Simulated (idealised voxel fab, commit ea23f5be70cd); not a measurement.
The document below concerns the process module designated voxel trench capacitor.
300 nm wide, 5 nm square cells: that's cross-section cut.
This document writes a cross-section as a grid whose cells are square, and gives it as bands, listed from the top down; one or more rows of cells form a band.
Band: top height; bottom height; in nm. Then, left to right: material with width in nm, for each material. "edge to edge": a single material spanning edge to edge. "empty": empty space.
The level at which height equals 0 is the one under which the wafer, as it arrives, is entirely one material. No lower edge exists for the bottom band, which continues downward and is notated as in "0 -> down".
A width given as "30..40" starts at the first number in the band's top row and ends at the second number in its bottom row, shifting by an equal amount at every step from row to row.
Basically "remained the same" means that step didn't change any cell in the cross-section.
The entry titled "Sealed internal cavities" provides the empty spaces that have no open way to the top, restricted to those of 8 cells or more. Each is presented as width x height at distance, the distance being measured from the left edge, with all three in nm.
The remark found on a step's line after its settings is issued by the simulator itself and pertains to that step.
overlay nm: for a step with a mask, the amount by which the mask lay right of where it was planned; a negative amount means left of it.
Every pair from here on: before one process step, after it. The after cross-section reaches only to the lowest band that changed. Below the pair: the step in between and its settings. Pairs can belong to different runs of this module on the same starting wafer; a pair carries on from the pair above only if the entry headed "Cross-section, before" says so.

[Cross-section, before]
  20 -> 10  polySi edge to edge
  10 -> 5  polySi 100 nm, SiO2 30 nm, polySi 5 nm, SiO2 30 nm, polySi 5 nm, SiO2 30 nm, polySi 100 nm
  5 -> 0  polySi 100 nm, SiO2 5 nm, SiN 20 nm, SiO2 5 nm, polySi 5 nm, SiO2 5 nm, SiN 20 nm, SiO2 5 nm, polySi 5 nm, SiO2 5 nm, SiN 20 nm, SiO2 5 nm, polySi 100 nm
  0 -> -30  polySi 100 nm, SiO2 5 nm, Si 20 nm, SiO2 5 nm, polySi 5 nm, SiO2 5 nm, Si 20 nm, SiO2 5 nm, polySi 5 nm, SiO2 5 nm, Si 20 nm, SiO2 5 nm, polySi 100 nm
  -30 -> -35  SiO2 105 nm, Si 20 nm, SiO2 15 nm, Si 20 nm, SiO2 15 nm, Si 20 nm, SiO2 105 nm
  -35 -> down  Si edge to edge
  Sealed internal cavities: none

[Sectional Result]
  5 -> 0  polySi 100 nm, SiO2 5 nm, SiN 20 nm, SiO2 5 nm, polySi 5 nm, SiO2 5 nm, SiN 20 nm, SiO2 5 nm, polySi 5 nm, SiO2 5 nm, SiN 20 nm, SiO2 5 nm, polySi 100 nm
  At heights below 0, the structure remains unaltered.
  Sealed internal cavities: none
Process step separating the two views above: CMP [height nm 5]
